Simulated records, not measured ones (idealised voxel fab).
The process module that follows is named voxel plated lines.
Shown is cross-section cut, with a width of 195 nm and square cells of size 5 nm.
Just so we're on the same page, the cross-sections are grids of square cells, and they're listed out in bands top to bottom, each band one or more rows deep. Within each band entry, the heights of the top and of the bottom of the band appear first, in that order and in nm; the materials of the band then follow from left to right, each with its corresponding width in nm. The designation "edge to edge" on a single material indicates that it fills the band from edge to edge; the designation "empty" indicates empty space. Height is counted from the level 0, under which the received wafer is composed throughout of one material. The lowest of the bands is not closed at the bottom but continues downward, in the notation "0 -> down". The notation "30 to 40" denotes a width that varies across the rows of cells in the band, beginning at the first number in the top row, finishing at the second number in the bottom row, and changing by an identical amount from each row to the next. "remained the same" after a step means that no cell of the cross-section changed. Closed-off voids of 8+ cells (no open route to the top) go in "Sealed void listing", written width x height at distance from the left edge, in nm. Read whatever lies past the settings on a step's line as the simulator's own remark about the step. What "overlay nm" on a step's line means: if the step has a mask, that mask lay this far to the right of its planned place, or, when the value is negative, to the left.

# Process steps foreseen in the plan
| 1 | RECEIVE with material Si |
| 2 | CONFORMAL_DEP with material SiN, thk nm 10 |
| 3 | DIRECTIONAL_DEP with material TiN, thk nm 5 |
| 4 | PATTERN with tone open, mask id LINES, material resist, width nm 15, pitch nm 35, thk nm 35, overlay nm 0 |
| 5 | EPI with material Ru, thk nm 10 |
| 6 | EPI with material Ru, thk nm 5 |
| 7 | EPI with material Ru, thk nm 10 |
| 8 | STRIP with etch materials resist |
| 9 | DIRECTIONAL_ETCH with etch materials TiN, depth nm 5 |
| 10 | CONFORMAL_DEP with material SiCN, thk nm 5 |

# Account of the first of two wafers, which was processed as intended

# Wafer cross-section on receipt, i.e. after step 1
0 -> down = Si edge to edge
Sealed void listing: none

# Cross-section through the wafer, step 2 finished
10 -> 0 = SiN edge to edge
Under the height 0 nothing was changed.

# Cross-section through the wafer, step 3 finished
15 -> 10 = TiN edge to edge
Under the height 10 nothing was changed.

# Cross-section through the wafer, step 4 finished
50 -> 15 = 70 resist, then 15 empty, then 20 resist, then 15 empty, then 75 resist
Under the height 15 nothing was changed.

# Cross-section through the wafer, step 5 finished
50 -> 25 = 70 resist, then 15 empty, then 20 resist, then 15 empty, then 75 resist
25 -> 15 = 70 resist, then 15 Ru, then 20 resist, then 15 Ru, then 75 resist
Under the height 15 nothing was changed.

# Cross-section through the wafer, step 6 finished
50 -> 30 = 70 resist, then 15 empty, then 20 resist, then 15 empty, then 75 resist
30 -> 15 = 70 resist, then 15 Ru, then 20 resist, then 15 Ru, then 75 resist
Under the height 15 nothing was changed.

# Cross-section through the wafer, step 7 finished
50 -> 40 = 70 resist, then 15 empty, then 20 resist, then 15 empty, then 75 resist
40 -> 15 = 70 resist, then 15 Ru, then 20 resist, then 15 Ru, then 75 resist
Under the height 15 nothing was changed.

# Cross-section through the wafer, step 8 finished
40 -> 15 = 70 empty, then 15 Ru, then 20 empty, then 15 Ru, then 75 empty
Under the height 15 nothing was changed.

# Cross-section through the wafer, step 9 finished
40 -> 15 = 70 empty, then 15 Ru, then 20 empty, then 15 Ru, then 75 empty
15 -> 10 = 70 empty, then 15 TiN, then 20 empty, then 15 TiN, then 75 empty
Under the height 10 nothing was changed.

# Cross-section through the wafer, step 10 finished
45 -> 40 = 65 empty, then 25 SiCN, then 10 empty, then 25 SiCN, then 70 empty
40 -> 15 = 65 empty, then 5 SiCN, then 15 Ru, then 5 SiCN, then 10 empty, then 5 SiCN, then 15 Ru, then 5 SiCN, then 70 empty
15 -> 10 = 70 SiCN, then 15 TiN, then 20 SiCN, then 15 TiN, then 75 SiCN
Under the height 10 nothing was changed.

# Here the second wafer is described. Its start and its plan were those of the first wafer. Its run contained one mistake. Up to and including step 2, it did exactly what the first wafer did

# Second wafer at the planned finish of step 3, seen in cross-section
25 -> 10 = TiN edge to edge
Under the height 10 nothing was changed.

# Second wafer at the planned finish of step 4, seen in cross-section
60 -> 25 = 70 resist, then 15 empty, then 20 resist, then 15 empty, then 75 resist
Under the height 25 nothing was changed.

# Second wafer at the planned finish of step 5, seen in cross-section
60 -> 35 = 70 resist, then 15 empty, then 20 resist, then 15 empty, then 75 resist
35 -> 25 = 70 resist, then 15 Ru, then 20 resist, then 15 Ru, then 75 resist
Under the height 25 nothing was changed.

# Second wafer at the planned finish of step 6, seen in cross-section
60 -> 40 = 70 resist, then 15 empty, then 20 resist, then 15 empty, then 75 resist
40 -> 25 = 70 resist, then 15 Ru, then 20 resist, then 15 Ru, then 75 resist
Under the height 25 nothing was changed.

# Second wafer at the planned finish of step 7, seen in cross-section
60 -> 50 = 70 resist, then 15 empty, then 20 resist, then 15 empty, then 75 resist
50 -> 25 = 70 resist, then 15 Ru, then 20 resist, then 15 Ru, then 75 resist
Under the height 25 nothing was changed.

# Second wafer at the planned finish of step 8, seen in cross-section
50 -> 25 = 70 empty, then 15 Ru, then 20 empty, then 15 Ru, then 75 empty
Under the height 25 nothing was changed.

# Second wafer at the planned finish of step 9, seen in cross-section
50 -> 25 = 70 empty, then 15 Ru, then 20 empty, then 15 Ru, then 75 empty
25 -> 20 = 70 empty, then 15 TiN, then 20 empty, then 15 TiN, then 75 empty
Under the height 20 nothing was changed.

# Second wafer at the planned finish of step 10, seen in cross-section
55 -> 50 = 65 empty, then 25 SiCN, then 10 empty, then 25 SiCN, then 70 empty
50 -> 25 = 65 empty, then 5 SiCN, then 15 Ru, then 5 SiCN, then 10 empty, then 5 SiCN, then 15 Ru, then 5 SiCN, then 70 empty
25 -> 20 = 70 SiCN, then 15 TiN, then 20 SiCN, then 15 TiN, then 75 SiCN
Under the height 20 nothing was changed.
Against the plan, the run slipped here: step 3: run off-plan, actual operation and settings DIRECTIONAL_DEP with material TiN, thk nm 15
The second wafer ends with more or fewer cells of some materials than the first, per final count: TiN +78
